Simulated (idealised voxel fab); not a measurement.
process module | voxel released beams
cross-section cut | 235 nm wide | cells 5 nm
A cross-section is a grid of square cells, given in bands from the top down. A band is one or more rows of cells.
Each band's line starts with the height of the band's top and of its bottom, in nm. Then come its materials from left to right, each with its width in nm. One material with "throughout" fills the band from edge to edge. "air" is empty space.
Height 0 is the level under which the wafer as received is all one material. The lowest band goes on downwards, as in "0 down".
A width such as "30 to 40" changes by the same amount from each row of cells to the next, from the band's top row to its bottom row.
"no change" after a step means that no cell of the cross-section changed.
closed voids: empty space of 8 cells or more with no open way to the top, each as width x height at its distance from the left edge, in nm
after a step's settings: what the simulator itself notes on the step
overlay nm, on a step with a mask: how far to the right of its planned place the mask lay; to the left if negative
plan
1 op RECEIVE | material Si
2 op CONFORMAL_DEP | material Al2O3 | thk nm 5
3 op DIRECTIONAL_DEP | material SiO2 | thk nm 20
4 op MASKED_ETCH | tone open | mask id ANCHOR | width nm 25 | etch materials SiO2 | depth nm 20 | overlay nm 0
5 op CONFORMAL_DEP | material W | thk nm 10
6 op DIRECTIONAL_DEP | material aC | thk nm 10
7 op PATTERN | tone cover | mask id BEAM | material resist | width nm 80 | thk nm 25 | overlay nm 0
8 op DIRECTIONAL_ETCH | etch materials aC | depth nm 10
9 op STRIP | etch materials resist
10 op DIRECTIONAL_ETCH | etch materials W | depth nm 10
11 op STRIP | etch materials aC
12 op STRIP | etch materials SiO2
first wafer, as planned
as received, after step 1
  0 down: Si throughout
  closed voids: none
after step 2
  5 to 0: Al2O3 throughout
  below 0: unchanged
after step 3
  25 to 5: SiO2 throughout
  below 5: unchanged
after step 4
  25 to 5: SiO2 80 | air 25 | SiO2 130
  below 5: unchanged
after step 5
  35 to 25: W 90 | air 5 | W 140
  25 to 15: SiO2 80 | W 10 | air 5 | W 10 | SiO2 130
  15 to 5: SiO2 80 | W 25 | SiO2 130
  below 5: unchanged
after step 6
  45 to 35: aC 90 | air 5 | aC 140
  35 to 25: W 90 | air 5 | W 140
  25 to 15: SiO2 80 | W 10 | aC 5 | W 10 | SiO2 130
  below 15: unchanged
after step 7
  70 to 45: air 75 | resist 80 | air 80
  45 to 35: aC 90 | resist 5 | aC 140
  35 to 25: W 90 | resist 5 | W 140
  below 25: unchanged
after step 8
  60 to 45: air 75 | resist 80 | air 80
  45 to 35: air 75 | aC 15 | resist 5 | aC 60 | air 80
  below 35: unchanged
after step 9
  45 to 35: air 75 | aC 15 | air 5 | aC 60 | air 80
  35 to 25: W 90 | air 5 | W 140
  below 25: unchanged
after step 10
  45 to 35: air 75 | aC 15 | air 5 | aC 60 | air 80
  35 to 25: air 75 | W 15 | air 5 | W 60 | air 80
  below 25: unchanged
after step 11
  35 to 25: air 75 | W 15 | air 5 | W 60 | air 80
  25 to 15: SiO2 80 | W 10 | air 5 | W 10 | SiO2 130
  below 15: unchanged
after step 12
  35 to 25: air 75 | W 15 | air 5 | W 60 | air 80
  25 to 15: air 80 | W 10 | air 5 | W 10 | air 130
  15 to 5: air 80 | W 25 | air 130
  below 5: unchanged
second wafer: like start, like plan, one mistake. Through step 4 it matches the first wafer
when step 5 should have ended
  40 to 25: W throughout
  25 to 5: SiO2 80 | W 25 | SiO2 130
  below 5: unchanged
when step 6 should have ended
  50 to 40: aC throughout
  below 40: unchanged
when step 7 should have ended
  75 to 50: air 75 | resist 80 | air 80
  below 50: unchanged
when step 8 should have ended
  65 to 50: air 75 | resist 80 | air 80
  50 to 40: air 75 | aC 80 | air 80
  below 40: unchanged
when step 9 should have ended
  50 to 40: air 75 | aC 80 | air 80
  below 40: unchanged
when step 10 should have ended
  50 to 40: air 75 | aC 80 | air 80
  40 to 30: air 75 | W 80 | air 80
  below 30: unchanged
when step 11 should have ended
  40 to 30: air 75 | W 80 | air 80
  below 30: unchanged
when step 12 should have ended: no change
what went wrong: step 5 ran as: op CONFORMAL_DEP | material W | thk nm 15
at the end the second wafer has, in cells: 168 more of SiO2 | 51 more of W
